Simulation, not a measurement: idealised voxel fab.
process module | voxel quadruple lines
cross-section cut | 175 nm wide | cells 5 nm
A cross-section is a grid of square cells, given in bands from the top down. A band is one or more rows of cells.
Each band's line starts with the height of the band's top and of its bottom, in nm. Then come its materials from left to right, each with its width in nm. One material with "throughout" fills the band from edge to edge. "air" is empty space.
Height 0 is the level under which the wafer as received is all one material. The lowest band goes on downwards, as in "0 down".
A width such as "30 to 40" changes by the same amount from each row of cells to the next, from the band's top row to its bottom row.
"no change" after a step means that no cell of the cross-section changed.
closed voids: empty space of 8 cells or more with no open way to the top, each as width x height at its distance from the left edge, in nm
after a step's settings: what the simulator itself notes on the step
overlay nm, on a step with a mask: how far to the right of its planned place the mask lay; to the left if negative
plan
1 op RECEIVE | material Si
2 op CONFORMAL_DEP | material SiO2 | thk nm 5
3 op DIRECTIONAL_DEP | material TiN | thk nm 15
4 op DIRECTIONAL_DEP | material polySi | thk nm 15
5 op DIRECTIONAL_DEP | material aC | thk nm 20
6 op PATTERN | tone cover | mask id MANDREL | material resist | width nm 35 | thk nm 30 | overlay nm 0
7 op DIRECTIONAL_ETCH | etch materials aC | depth nm 20
8 op STRIP | etch materials resist
9 op CONFORMAL_DEP | material SiO2 | thk nm 15
10 op DIRECTIONAL_ETCH | etch materials SiO2 | depth nm 15
11 op STRIP | etch materials aC
12 op DIRECTIONAL_ETCH | etch materials polySi | depth nm 15
13 op STRIP | etch materials SiO2
14 op CONFORMAL_DEP | material SiCN | thk nm 10
15 op DIRECTIONAL_ETCH | etch materials SiCN | depth nm 10
16 op STRIP | etch materials polySi
17 op DIRECTIONAL_ETCH | etch materials TiN | depth nm 15
18 op STRIP | etch materials SiCN
19 op FILL_DEP | material SiO2 | thk nm 5
20 op CMP | height nm 20
first wafer, as planned
as received, after step 1
  0 down: Si throughout
  closed voids: none
after step 2
  5 to 0: SiO2 throughout
  below 0: unchanged
after step 3
  20 to 5: TiN throughout
  below 5: unchanged
after step 4
  35 to 20: polySi throughout
  below 20: unchanged
after step 5
  55 to 35: aC throughout
  below 35: unchanged
after step 6
  85 to 55: air 70 | resist 35 | air 70
  below 55: unchanged
after step 7
  65 to 55: air 70 | resist 35 | air 70
  55 to 35: air 70 | aC 35 | air 70
  below 35: unchanged
after step 8
  55 to 35: air 70 | aC 35 | air 70
  below 35: unchanged
after step 9
  70 to 55: air 55 | SiO2 65 | air 55
  55 to 50: air 55 | SiO2 15 | aC 35 | SiO2 15 | air 55
  50 to 35: SiO2 70 | aC 35 | SiO2 70
  below 35: unchanged
after step 10
  55 to 35: air 55 | SiO2 15 | aC 35 | SiO2 15 | air 55
  below 35: unchanged
after step 11
  55 to 35: air 55 | SiO2 15 | air 35 | SiO2 15 | air 55
  below 35: unchanged
after step 12
  55 to 35: air 55 | SiO2 15 | air 35 | SiO2 15 | air 55
  35 to 20: air 55 | polySi 15 | air 35 | polySi 15 | air 55
  below 20: unchanged
after step 13
  35 to 20: air 55 | polySi 15 | air 35 | polySi 15 | air 55
  below 20: unchanged
after step 14
  45 to 35: air 45 | SiCN 35 | air 15 | SiCN 35 | air 45
  35 to 30: air 45 | SiCN 10 | polySi 15 | SiCN 10 | air 15 | SiCN 10 | polySi 15 | SiCN 10 | air 45
  30 to 20: SiCN 55 | polySi 15 | SiCN 35 | polySi 15 | SiCN 55
  below 20: unchanged
after step 15
  35 to 20: air 45 | SiCN 10 | polySi 15 | SiCN 10 | air 15 | SiCN 10 | polySi 15 | SiCN 10 | air 45
  below 20: unchanged
after step 16
  35 to 20: air 45 | SiCN 10 | air 15 | SiCN 10 | air 15 | SiCN 10 | air 15 | SiCN 10 | air 45
  below 20: unchanged
after step 17
  35 to 20: air 45 | SiCN 10 | air 15 | SiCN 10 | air 15 | SiCN 10 | air 15 | SiCN 10 | air 45
  20 to 5: air 45 | TiN 10 | air 15 | TiN 10 | air 15 | TiN 10 | air 15 | TiN 10 | air 45
  below 5: unchanged
after step 18
  20 to 5: air 45 | TiN 10 | air 15 | TiN 10 | air 15 | TiN 10 | air 15 | TiN 10 | air 45
  below 5: unchanged
after step 19
  25 to 20: SiO2 throughout
  20 to 5: SiO2 45 | TiN 10 | SiO2 15 | TiN 10 | SiO2 15 | TiN 10 | SiO2 15 | TiN 10 | SiO2 45
  below 5: unchanged
after step 20
  20 to 5: SiO2 45 | TiN 10 | SiO2 15 | TiN 10 | SiO2 15 | TiN 10 | SiO2 15 | TiN 10 | SiO2 45
  below 5: unchanged
second wafer: like start, like plan, one mistake. Through step 19 it matches the first wafer
when step 20 should have ended
  10 to 5: SiO2 45 | TiN 10 | SiO2 15 | TiN 10 | SiO2 15 | TiN 10 | SiO2 15 | TiN 10 | SiO2 45
  below 5: unchanged
what went wrong: step 20 ran as: op CMP | height nm 10
at the end the second wafer has, in cells: 54 fewer of SiO2 | 16 fewer of TiN
